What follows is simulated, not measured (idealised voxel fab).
Documented hereafter: the process module known as voxel air gaps.
In the cross-section labelled cut, the width is 215 nm and each square cell is 5 nm.
A cross-section in this document is a grid of square cells, and it is written down as bands, the top band listed before the ones below it; a band is made up of one or more rows of cells.
The entry gives the band's vertical extent as a top height and a bottom height in nm, then its horizontal make-up as materials from left to right, each with a width in nm. "empty" stands for empty space; a single material marked "all across" fills the band edge to edge.
Ref level 0: as-received wafer is one material below here. Bottom band extends down with no lower bound ("z 0 and below").
A two-number width, for instance "30->40", indicates that the width is equal to the first number in the top row of the band and to the second number in the bottom row, and that it changes by a constant amount per row of cells.
"remains unaltered" means the step left every cell of the cross-section as it was.
"Entrapped void list" - sealed voids, min. 8 cells, no opening to top; format: width x height at distance (distance from left edge; nm throughout).
The remark found on a step's line after its settings is issued by the simulator itself and pertains to that step.
The "overlay nm" setting may appear on a step's line; for a step that uses a mask, it gives how far to the right of its planned position the mask lay, and a negative value indicates the left.

The steps planned for the process are as follows:
1. RECEIVE [material Si]
2. CONFORMAL_DEP [material SiO2] [thk nm 10]
3. CONFORMAL_DEP [material SiCN] [thk nm 5]
4. DIRECTIONAL_DEP [material lowk] [thk nm 40]
5. DIRECTIONAL_DEP [material aC] [thk nm 10]
6. PATTERN [tone open] [mask id LINES] [material resist] [width nm 20] [pitch nm 50] [thk nm 30] [overlay nm 0]
7. DIRECTIONAL_ETCH [etch materials aC] [depth nm 10]
8. STRIP [etch materials resist]
9. DIRECTIONAL_ETCH [etch materials lowk] [depth nm 40]
10. STRIP [etch materials aC]
11. CONFORMAL_DEP [material TiN] [thk nm 5]
12. FILL_DEP [material Cu] [thk nm 5]
13. CMP [height nm 55]
14. EPI [material Ru] [thk nm 10]
15. SELECTIVE_ETCH [etch materials lowk] [depth nm 50]
16. CONFORMAL_DEP [material SiCN] [thk nm 5]

Cross-section: wafer on arrival = after step 1:
  z 0 and below  Si all across
  Entrapped void list: none

Cross-sectional view of the first of the two wafers upon completion of the module, processed in accordance with the plan:
  z 70 to 65  30 nm empty, then 150 nm SiCN, then 35 nm empty
  z 65 to 55  30 nm empty, then 5 nm SiCN, then 40 nm Ru, then 10 nm SiCN, then 40 nm Ru, then 10 nm SiCN, then 40 nm Ru, then 5 nm SiCN, then 35 nm empty
  z 55 to 50  30 nm empty, then 15 nm SiCN, then 5 nm TiN, then 10 nm Cu, then 5 nm TiN, then 30 nm SiCN, then 5 nm TiN, then 10 nm Cu, then 5 nm TiN, then 30 nm SiCN, then 5 nm TiN, then 10 nm Cu, then 5 nm TiN, then 15 nm SiCN, then 35 nm empty
  z 50 to 20  40 nm empty, then 5 nm SiCN, then 5 nm TiN, then 10 nm Cu, then 5 nm TiN, then 5 nm SiCN, then 20 nm empty, then 5 nm SiCN, then 5 nm TiN, then 10 nm Cu, then 5 nm TiN, then 5 nm SiCN, then 20 nm empty, then 5 nm SiCN, then 5 nm TiN, then 10 nm Cu, then 5 nm TiN, then 5 nm SiCN, then 45 nm empty
  z 20 to 15  45 nm SiCN, then 20 nm TiN, then 30 nm SiCN, then 20 nm TiN, then 30 nm SiCN, then 20 nm TiN, then 50 nm SiCN
  z 15 to 10  SiCN all across
  z 10 to 0  SiO2 all across
  z 0 and below  Si all across
  Entrapped void list: 20 x 30 at 70; 20 x 30 at 120

Wafer two (of two), end-of-module cross-section: start = wafer one, plan = wafer one, one run mistake:
  z 70 to 65  35 nm empty, then 45 nm SiCN, then 5 nm empty, then 45 nm SiCN, then 5 nm empty, then 45 nm SiCN, then 35 nm empty
  z 65 to 55  35 nm empty, then 5 nm SiCN, then 35 nm Ru, then 5 nm SiCN, then 5 nm empty, then 5 nm SiCN, then 35 nm Ru, then 5 nm SiCN, then 5 nm empty, then 5 nm SiCN, then 35 nm Ru, then 5 nm SiCN, then 35 nm empty
  z 55 to 50  35 nm empty, then 15 nm SiCN, then 5 nm TiN, then 5 nm Cu, then 5 nm TiN, then 15 nm SiCN, then 5 nm empty, then 15 nm SiCN, then 5 nm TiN, then 5 nm Cu, then 5 nm TiN, then 15 nm SiCN, then 5 nm empty, then 15 nm SiCN, then 5 nm TiN, then 5 nm Cu, then 5 nm TiN, then 15 nm SiCN, then 35 nm empty
  z 50 to 20  45 nm empty, then 5 nm SiCN, then 5 nm TiN, then 5 nm Cu, then 5 nm TiN, then 5 nm SiCN, then 25 nm empty, then 5 nm SiCN, then 5 nm TiN, then 5 nm Cu, then 5 nm TiN, then 5 nm SiCN, then 25 nm empty, then 5 nm SiCN, then 5 nm TiN, then 5 nm Cu, then 5 nm TiN, then 5 nm SiCN, then 45 nm empty
  z 20 to 15  50 nm SiCN, then 15 nm TiN, then 35 nm SiCN, then 15 nm TiN, then 35 nm SiCN, then 15 nm TiN, then 50 nm SiCN
  z 15 to 10  SiCN all across
  z 10 to 0  SiO2 all across
  z 0 and below  Si all across
  Entrapped void list: none
Plan not followed: step 6 deviated from plan and actually ran as PATTERN [tone open] [mask id LINES] [material resist] [width nm 15] [pitch nm 50] [thk nm 30] [overlay nm 0]
In the final state, the cell counts of the second wafer exceed or fall short of those of the first for the following materials: Cu -21 | Ru -6 | TiN -3
Closed void count at end of process - first wafer: 2; second wafer: 0.
